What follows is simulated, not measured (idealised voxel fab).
This is a process module. Its name is voxel local oxidation.
It is cross-section cut that appears here, measuring 205 nm in width, its square cells being 5 nm in size.
Cross-section layout: square cells on a grid; listed as bands, top to bottom; a band spans one or more cell rows. Look at the band entry: it leads with the top's height and the bottom's height in nm. Then it lists the materials left to right, with a width in nm for each. The word "all across" on a single material says that material fills the band edge to edge. The word "air" is empty space. Below 0: as-received wafer, all one material; heights counted from there. Lowest band: no bottom, goes on down, written "0..down". With a width like "30 to 40", each row of cells in the band differs from the next by the same amount, the top row carrying the first number and the bottom row the second. What does "no change" mean for a step? It means no cell of the cross-section changed in that step. "Closed cavities" - sealed voids, min. 8 cells, no opening to top; format: width x height at distance (distance from left edge; nm throughout). Note: text after step settings on the step line = simulator remark on that step. If you see "overlay nm" on a step's line and that step has a mask, it's telling you how far right of where it was planned the mask ended up; a negative number means it went left instead.

Steps planned for the process
step 1: RECEIVE with material Si
step 2: CONFORMAL_DEP with material SiO2, thk nm 5
step 3: CONFORMAL_DEP with material SiN, thk nm 15
step 4: DIRECTIONAL_DEP with material aC, thk nm 10
step 5: PATTERN with tone cover, mask id ACTIVE, material resist, width nm 80, thk nm 30, overlay nm 0
step 6: DIRECTIONAL_ETCH with etch materials aC, depth nm 10
step 7: STRIP with etch materials resist
step 8: DIRECTIONAL_ETCH with etch materials SiN, depth nm 15
step 9: STRIP with etch materials aC
step 10: SELECTIVE_ETCH with etch materials SiO2, depth nm 5
step 11: OXIDIZE with depth nm 15
step 12: STRIP with etch materials SiN
Quick note for whoever runs this: the wafers start identical, but the width nm at step 5 isn't the same across them. The plan just shows what the first wafer had.

Cross-section, first of several wafers, as delivered after step 1
    0..down = Si all across
    Closed cavities: none

Below is a per-wafer table. In it, each row describes the wafer at the end of the module by giving, for each material, the number of cells gained (+) or lost (-) since the wafer was received, and after that the closed voids of the wafer
width nm 80; -99 Si; +113 SiO2; Closed cavities: none
width nm 85; -96 Si; +111 SiO2; Closed cavities: none
width nm 90; -93 Si; +109 SiO2; Closed cavities: none
width nm 95; -90 Si; +107 SiO2; Closed cavities: none
width nm 100; -87 Si; +105 SiO2; Closed cavities: none
width nm 105; -84 Si; +103 SiO2; Closed cavities: none
